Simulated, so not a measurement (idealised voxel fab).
voxel double patterning: a process module
205 nm wide, 5 nm square cells: that's cross-section cut.
If you're reading a cross-section in this doc, picture square cells in a grid; it comes to you as bands, top ones listed first down to the bottom, and a band can be one or more rows of cells. Heads up on the band format: heights come first, top then bottom, in nm. After that it's the materials left to right, each with its width in nm. A single material flagged "full width" fills the whole band edge to edge, and "blank" means there's empty space there. The reference from which all heights are counted is 0, the level beneath which the as-received wafer is entirely one material; the lowest band, having no lower bound, proceeds downward and is written after the example "0..down". The width entry "30->40" should be interpreted row by row: the top row of cells in the band takes the first number, the bottom row takes the second number, and the change between adjacent rows is uniform throughout. It should be understood that the words "everything unchanged", when stated for a given step, signify that the cross-section underwent no change in any of its cells during that step. Non-vented voids: empty space of 8 cells or more with no open way to the top, each as width x height at its distance from the left edge, in nm. On each step's line, the part that comes after the settings is the simulator's own comment on the step. The optional step-line setting "overlay nm" applies to steps with a mask and quantifies how far to the right of its planned location the mask lay, a negative value indicating leftward placement. Quick note on how to read the rest: it's all pairs. You get the cross-section before a process step and the one after, but the after one only goes down as far as the lowest band that changed. The step in between, with its settings, sits under the pair. Heads up, the pairs can come from different runs of this module on the same starting wafer, so don't assume a pair picks up from the one above unless its "Before the process" entry says it does.

-- Before the process
> 25..20 | SiN: 45  blank: 15  SiN: 10  blank: 15  SiN: 10  blank: 15  SiN: 10  blank: 15  SiN: 10  blank: 15  SiN: 45
> 20..0 | TiN full width
> 0..down | Si full width
> Non-vented voids: none

-- Cross-Section After Step
> 25..20 | SiN: 45  blank: 15  SiN: 10  blank: 15  SiN: 10  blank: 15  SiN: 10  blank: 15  SiN: 10  blank: 15  SiN: 45
> 20..10 | TiN: 45  blank: 15  TiN: 10  blank: 15  TiN: 10  blank: 15  TiN: 10  blank: 15  TiN: 10  blank: 15  TiN: 45
> Under the height 10 nothing was changed.
> Non-vented voids: none
Process step (between the before and after cross-sections above): DIRECTIONAL_ETCH [etch materials TiN] [depth nm 10]

Before the process: identical to the post-step cross-section of the immediately preceding pair.

-- Cross-Section After Step
> 20..10 | TiN: 45  blank: 15  TiN: 10  blank: 15  TiN: 10  blank: 15  TiN: 10  blank: 15  TiN: 10  blank: 15  TiN: 45
> Under the height 10 nothing was changed.
> Non-vented voids: none
Process step (between the before and after cross-sections above): STRIP [etch materials SiN]

-- Before the process
> 25..20 | SiN full width
> 20..10 | TiN full width
> 10..0 | SiO2 full width
> 0..down | Si full width
> Non-vented voids: none

-- Cross-Section After Step
> 25..20 | blank: 45  SiN: 15  blank: 35  SiN: 15  blank: 35  SiN: 15  blank: 45
> Under the height 20 nothing was changed.
> Non-vented voids: none
Process step (between the before and after cross-sections above): MASKED_ETCH [tone cover] [mask id FIRST] [width nm 15] [pitch nm 50] [etch materials SiN] [depth nm 5] [overlay nm 0]

Before the process: identical to the post-step cross-section of the immediately preceding pair.

-- Cross-Section After Step
> 40..35 | blank: 45  aC: 15  blank: 35  aC: 15  blank: 35  aC: 15  blank: 45
> 35..25 | aC full width
> 25..20 | aC: 45  SiN: 15  aC: 35  SiN: 15  aC: 35  SiN: 15  aC: 45
> Under the height 20 nothing was changed.
> Non-vented voids: none
Process step (between the before and after cross-sections above): DIRECTIONAL_DEP [material aC] [thk nm 15]

Before the process: identical to the post-step cross-section of the immediately preceding pair.

-- Cross-Section After Step
> 70..40 | resist: 70  blank: 15  resist: 35  blank: 15  resist: 70
> 40..35 | resist: 45  aC: 15  resist: 10  blank: 15  resist: 10  aC: 15  resist: 10  blank: 15  resist: 10  aC: 15  resist: 45
> Under the height 35 nothing was changed.
> Non-vented voids: none
Process step (between the before and after cross-sections above): PATTERN [tone open] [mask id SECOND] [material resist] [width nm 15] [pitch nm 50] [thk nm 30] [overlay nm 0]

Before the process: identical to the post-step cross-section of the immediately preceding pair.

-- Cross-Section After Step
> 55..40 | resist: 70  blank: 15  resist: 35  blank: 15  resist: 70
> 40..35 | resist: 45  aC: 15  resist: 10  blank: 15  resist: 10  aC: 15  resist: 10  blank: 15  resist: 10  aC: 15  resist: 45
> 35..25 | aC: 70  blank: 15  aC: 35  blank: 15  aC: 70
> 25..20 | aC: 45  SiN: 15  aC: 10  blank: 15  aC: 10  SiN: 15  aC: 10  blank: 15  aC: 10  SiN: 15  aC: 45
> Under the height 20 nothing was changed.
> Non-vented voids: none
Process step (between the before and after cross-sections above): DIRECTIONAL_ETCH [etch materials aC] [depth nm 15]

Before the process: identical to the post-step cross-section of the immediately preceding pair.

-- Cross-Section After Step
> 40..35 | blank: 45  aC: 15  blank: 35  aC: 15  blank: 35  aC: 15  blank: 45
> Under the height 35 nothing was changed.
> Non-vented voids: none
Process step (between the before and after cross-sections above): STRIP [etch materials resist]

Before the process: identical to the post-step cross-section of the immediately preceding pair.

-- Cross-Section After Step
> 25..20 | blank: 45  SiN: 15  blank: 35  SiN: 15  blank: 35  SiN: 15  blank: 45
> Under the height 20 nothing was changed.
> Non-vented voids: none
Process step (between the before and after cross-sections above): STRIP [etch materials aC]

Before the process: identical to the post-step cross-section of the immediately preceding pair.

-- Cross-Section After Step
> 25..20 | blank: 45  SiN: 15  blank: 35  SiN: 15  blank: 35  SiN: 15  blank: 45
> 20..10 | blank: 45  TiN: 15  blank: 35  TiN: 15  blank: 35  TiN: 15  blank: 45
> Under the height 10 nothing was changed.
> Non-vented voids: none
Process step (between the before and after cross-sections above): DIRECTIONAL_ETCH [etch materials TiN] [depth nm 10]

Before the process: identical to the post-step cross-section of the immediately preceding pair.

-- Cross-Section After Step
> 20..10 | blank: 45  TiN: 15  blank: 35  TiN: 15  blank: 35  TiN: 15  blank: 45
> Under the height 10 nothing was changed.
> Non-vented voids: none
Process step (between the before and after cross-sections above): STRIP [etch materials SiN]
